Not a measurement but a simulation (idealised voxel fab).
process module | voxel capacitor over wiring
cross-section cut | 150 nm wide | cells 5 nm
A cross-section is a grid of square cells, given in bands from the top down. A band is one or more rows of cells.
Each band's line starts with the height of the band's top and of its bottom, in nm. Then come its materials from left to right, each with its width in nm. One material with "throughout" fills the band from edge to edge. "air" is empty space.
Height 0 is the level under which the wafer as received is all one material. The lowest band goes on downwards, as in "0 down".
A width such as "30 to 40" changes by the same amount from each row of cells to the next, from the band's top row to its bottom row.
"no change" after a step means that no cell of the cross-section changed.
closed voids: empty space of 8 cells or more with no open way to the top, each as width x height at its distance from the left edge, in nm
after a step's settings: what the simulator itself notes on the step
overlay nm, on a step with a mask: how far to the right of its planned place the mask lay; to the left if negative
plan
1 op RECEIVE | material Si
2 op CONFORMAL_DEP | material SiO2 | thk nm 10
3 op DIRECTIONAL_DEP | material TiN | thk nm 5
4 op DIRECTIONAL_DEP | material W | thk nm 15
5 op MASKED_ETCH | tone cover | mask id METAL_1 | width nm 20 | pitch nm 90 | etch materials W | depth nm 15 | overlay nm 0
6 op MASKED_ETCH | tone cover | mask id METAL_1 | width nm 30 | pitch nm 90 | etch materials TiN | depth nm 5 | overlay nm 0
7 op CONFORMAL_DEP | material SiCN | thk nm 5
8 op FILL_DEP | material lowk | thk nm 5
9 op CMP | height nm 30
10 op CONFORMAL_DEP | material SiCN | thk nm 5
11 op DIRECTIONAL_DEP | material lowk | thk nm 15
12 op MASKED_ETCH | tone open | mask id PLUG_1 | width nm 15 | etch materials lowk | depth nm 15 | overlay nm 0
13 op MASKED_ETCH | tone open | mask id PLUG_1 | width nm 15 | etch materials SiCN | depth nm 5 | overlay nm 0
14 op EPI | material Ru | thk nm 10
15 op EPI | material Ru | thk nm 10
16 op DIRECTIONAL_DEP | material TiN | thk nm 10
17 op DIRECTIONAL_DEP | material SiN | thk nm 5
18 op DIRECTIONAL_DEP | material TiN | thk nm 10
19 op DIRECTIONAL_DEP | material aC | thk nm 15
20 op PATTERN | tone cover | mask id UPPER_PLATE | material resist | width nm 65 | thk nm 35 | overlay nm 0
21 op DIRECTIONAL_ETCH | etch materials aC | depth nm 15
22 op STRIP | etch materials resist
23 op DIRECTIONAL_ETCH | etch materials TiN | depth nm 10
24 op DIRECTIONAL_ETCH | etch materials SiN | depth nm 5
25 op STRIP | etch materials aC
26 op DIRECTIONAL_DEP | material aC | thk nm 15
27 op PATTERN | tone cover | mask id LOWER_PLATE | material resist | width nm 75 | thk nm 35 | overlay nm 0
28 op DIRECTIONAL_ETCH | etch materials aC | depth nm 15
29 op STRIP | etch materials resist
30 op DIRECTIONAL_ETCH | etch materials TiN | depth nm 10
31 op STRIP | etch materials aC
32 op FILL_DEP | material SiO2 | thk nm 15
33 op CMP | height nm 85
34 op PATTERN | tone open | mask id PLUG_2 | material resist | width nm 15 | thk nm 20 | overlay nm 0
35 op DIRECTIONAL_ETCH | etch materials SiO2 | depth nm 10
36 op STRIP | etch materials resist
37 op CONFORMAL_DEP | material TiN | thk nm 5
38 op FILL_DEP | material Cu | thk nm 10
39 op CMP | height nm 85
40 op CONFORMAL_DEP | material SiCN | thk nm 5
varied across the wafers: width nm of step 5. The plan shows the first wafer's value. All wafers start alike
first wafer as received, after step 1
  0 down: Si throughout
  closed voids: none
each wafer at the end: cells of each material gained (+) or lost (-) since it was received, then its closed voids
width nm 20 | +1 Cu | +12 Ru | +91 SiCN | +13 SiN | +195 SiO2 | +73 TiN | +24 W | +131 lowk | closed voids: none
width nm 25 | +1 Cu | +12 Ru | +89 SiCN | +13 SiN | +195 SiO2 | +73 TiN | +30 W | +127 lowk | closed voids: none
width nm 30 | +1 Cu | +12 Ru | +87 SiCN | +13 SiN | +195 SiO2 | +73 TiN | +36 W | +123 lowk | closed voids: none
